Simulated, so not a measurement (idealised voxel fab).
Process module, titled voxel trench capacitor
Pictured: cross-section cut, 275 nm wide, on a grid of 5 nm square cells.
In this document a cross-section is written as a grid of square cells. It is given as a series of bands, listed from the top down, and a band is one or more rows of cells. In this notation a band is specified by the heights of its top and bottom, in that order and in nm, after which its materials appear from left to right, each paired with its width in nm. The word "everywhere" attached to a single material means that material fills the band from edge to edge; the word "air" stands for empty space. A quick word on heights: they are counted from 0, and under that level the wafer as it came to us is one material throughout. The lowest band is different from the rest in having no bottom; it simply continues downward, written as in "0 nm and below". Note: "30..40" means the width goes from the first number (top row of the band) to the second number (bottom row) in equal steps per row of cells. Where the words "nothing changed" appear for a step, the cross-section shows no cell changed by that step; every cell remained as before. "Fully enclosed voids": empty spaces of 8 cells or more with no open way to the top, each given as width x height at distance, distance from the left edge, all in nm. after a step's settings: what the simulator itself notes on the step. For masked steps, "overlay nm" on the step line gives how far right of plan the mask actually lay; a minus sign means it lay to the left.
These are the steps we planned for the process
| 1 | RECEIVE with material Si |
| 2 | CONFORMAL_DEP with material SiN, thk nm 10 |
| 3 | PATTERN with tone open, mask id TRENCH, material resist, width nm 25, pitch nm 40, thk nm 15, overlay nm 0 |
| 4 | DIRECTIONAL_ETCH with etch materials SiN, depth nm 10 |
| 5 | DIRECTIONAL_ETCH with etch materials Si, depth nm 40 |
| 6 | STRIP with etch materials resist |
| 7 | CONFORMAL_DEP with material Al2O3, thk nm 5 |
| 8 | CONFORMAL_DEP with material TiN, thk nm 5 |
| 9 | FILL_DEP with material W, thk nm 10 |
| 10 | CMP with height nm 10 |
Incoming wafer, cross-sectional view, post step 1
  0 nm and below  Si everywhere
  Fully enclosed voids: none
Figure: cross-sectional view of the wafer upon completion of the module, processed from the initial state and according to the plan depicted above, with one error introduced during execution
  30 nm to 20 nm  W everywhere
  20 nm to 15 nm  95 of TiN, 5 of W, 35 of TiN, 5 of W, 35 of TiN, 5 of W, 95 of TiN
  15 nm to 10 nm  90 of Al2O3, 5 of TiN, 5 of W, 5 of TiN, 25 of Al2O3, 5 of TiN, 5 of W, 5 of TiN, 25 of Al2O3, 5 of TiN, 5 of W, 5 of TiN, 90 of Al2O3
  10 nm to 0 nm  85 of SiN, 5 of Al2O3, 5 of TiN, 5 of W, 5 of TiN, 5 of Al2O3, 15 of SiN, 5 of Al2O3, 5 of TiN, 5 of W, 5 of TiN, 5 of Al2O3, 15 of SiN, 5 of Al2O3, 5 of TiN, 5 of W, 5 of TiN, 5 of Al2O3, 85 of SiN
  0 nm to -30 nm  85 of Si, 5 of Al2O3, 5 of TiN, 5 of W, 5 of TiN, 5 of Al2O3, 15 of Si, 5 of Al2O3, 5 of TiN, 5 of W, 5 of TiN, 5 of Al2O3, 15 of Si, 5 of Al2O3, 5 of TiN, 5 of W, 5 of TiN, 5 of Al2O3, 85 of Si
  -30 nm to -35 nm  85 of Si, 5 of Al2O3, 15 of TiN, 5 of Al2O3, 15 of Si, 5 of Al2O3, 15 of TiN, 5 of Al2O3, 15 of Si, 5 of Al2O3, 15 of TiN, 5 of Al2O3, 85 of Si
  -35 nm to -40 nm  85 of Si, 25 of Al2O3, 15 of Si, 25 of Al2O3, 15 of Si, 25 of Al2O3, 85 of Si
  -40 nm and below  Si everywhere
  Fully enclosed voids: none
What was the processing mistake? plan step 10 was not performed, having been skipped
